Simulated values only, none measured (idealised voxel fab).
This is a process module. Its name is voxel tone inversion.
The figure presents cross-section cut, which has a width of 180 nm and is divided into square cells with an edge length of 5 nm.
Cross-section = grid of square cells, listed top down in bands; band = one or more rows. Top, bottom (nm), then materials left to right with widths (nm); lone material tagged "throughout" fills the whole band edge to edge; "air" = empty space. Zero point of the height axis is 0; under it, received wafer = one material. Lowest band: continues down indefinitely, "0..down". When a width is written as two numbers, as in "30->40", the first number is the width in the top row of cells of the band and the second is the width in its bottom row, and the width changes by the same amount from each row to the next. "remains unaltered", as given for a step, is the statement that not any cell of the cross-section underwent a change during that step. "Enclosed void list" specifies each empty space that is not open to the top and that occupies no fewer than 8 cells, using the form width x height at distance, the distance measured from the left edge and all three quantities in nm. What comes after the settings on a step's line is commentary from the simulator itself on that step. overlay nm: for a step with a mask, the amount by which the mask lay right of where it was planned; a negative amount means left of it.

Steps in the process plan
1: RECEIVE | material Si
2: CONFORMAL_DEP | material SiCN | thk nm 10
3: DIRECTIONAL_DEP | material polySi | thk nm 25
4: PATTERN | tone cover | mask id POSTS | material resist | width nm 15 | pitch nm 35 | thk nm 30 | overlay nm 0
5: DIRECTIONAL_ETCH | etch materials polySi | depth nm 25
6: STRIP | etch materials resist
7: FILL_DEP | material SiO2 | thk nm 5
8: CMP | height nm 35
9: STRIP | etch materials polySi
10: CONFORMAL_DEP | material TiN | thk nm 5
11: FILL_DEP | material W | thk nm 10
12: CMP | height nm 35
13: CONFORMAL_DEP | material SiCN | thk nm 5

Step 1 complete: cross-section of the wafer as received
* 0..down: Si throughout
* Enclosed void list: none

First of two wafers, end-of-module section, run followed plan
* 40..35: SiCN throughout
* 35..15: 65 SiO2, then 5 TiN, then 5 W, then 5 TiN, then 20 SiO2, then 5 TiN, then 5 W, then 5 TiN, then 65 SiO2
* 15..10: 65 SiO2, then 15 TiN, then 20 SiO2, then 15 TiN, then 65 SiO2
* 10..0: SiCN throughout
* 0..down: Si throughout
* Enclosed void list: none

Cross-section at end of module for the second wafer of two, which matched the first in starting point and plan and differed by one mistake in its processing
* 40..35: SiCN throughout
* 35..15: 60 W, then 5 TiN, then 15 SiO2, then 5 TiN, then 10 W, then 5 TiN, then 15 SiO2, then 5 TiN, then 60 W
* 15..10: 65 TiN, then 15 SiO2, then 20 TiN, then 15 SiO2, then 65 TiN
* 10..0: SiCN throughout
* 0..down: Si throughout
* Enclosed void list: none
Against the plan, the run slipped here: heads up, step 4 didn't go per plan, it actually ran as PATTERN | tone open | mask id POSTS | material resist | width nm 15 | pitch nm 35 | thk nm 30 | overlay nm 0
End check, counted in cells, second wafer has more or fewer of these materials than the first: SiO2: 120 fewer | TiN: 24 more | W: 96 more
